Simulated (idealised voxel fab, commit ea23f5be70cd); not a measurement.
voxel released beams: a process module
It is cross-section cut that appears here, measuring 280 nm in width, its square cells being 5 nm in size.
Cross-section layout: square cells on a grid; listed as bands, top to bottom; a band spans one or more cell rows.
First you get the band's top height and its bottom height, in nm, and then the materials it's made of, left to right, with each width in nm. If you see a single material with "edge to edge", that one covers the band edge to edge. "blank" is empty space.
Height 0 is the level under which the wafer as received is all one material. The lowest band goes on downwards, as in "0..down".
A width given as "30..40" starts at the first number in the band's top row and ends at the second number in its bottom row, shifting by an equal amount at every step from row to row.
"all unchanged" for a step: no cell of the cross-section changed in that step.
Under "Trapped voids" you'll find the enclosed gaps, the ones with no way out to the top, that are 8 cells or bigger; each reads width x height at distance, with distance counted from the left edge, everything in nm.
On each step's line, the part that comes after the settings is the simulator's own comment on the step.
overlay nm: right-of-plan distance of the mask on a masked step; negative values mean left-of-plan.

**So here's the lineup of process steps we planned**
1) RECEIVE, material Si
2) CONFORMAL_DEP, material Al2O3, thk nm 10
3) DIRECTIONAL_DEP, material SiO2, thk nm 20
4) PATTERN, tone open, mask id ANCHOR, material resist, width nm 25, thk nm 20, overlay nm 0
5) DIRECTIONAL_ETCH, etch materials SiO2, depth nm 20
6) STRIP, etch materials resist
7) CONFORMAL_DEP, material SiN, thk nm 10
8) DIRECTIONAL_DEP, material aC, thk nm 10
9) PATTERN, tone cover, mask id BEAM, material resist, width nm 60, thk nm 30, overlay nm 0
10) DIRECTIONAL_ETCH, etch materials aC, depth nm 10
11) STRIP, etch materials resist
12) DIRECTIONAL_ETCH, etch materials SiN, depth nm 10
13) STRIP, etch materials aC
14) STRIP, etch materials SiO2
Among the wafers covered here, the point of difference is the width nm at step 9; their starting state is shared, and the plan presents the value of the first wafer.

**Sectional view: first of several wafers, as received, after step 1**
* 0..down  Si edge to edge
* Trapped voids: none

**Note: the following table is arranged by wafer, a row apiece. Each row reports the end-of-module state: per material, cells gained (+) or cells lost (-) compared with the wafer as received; closed voids follow**
width nm 60; +112 Al2O3; +40 SiN; Trapped voids: none
width nm 65; +112 Al2O3; +42 SiN; Trapped voids: none
width nm 70; +112 Al2O3; +44 SiN; Trapped voids: none
width nm 75; +112 Al2O3; +46 SiN; Trapped voids: none
width nm 80; +112 Al2O3; +48 SiN; Trapped voids: none
width nm 85; +112 Al2O3; +50 SiN; Trapped voids: none
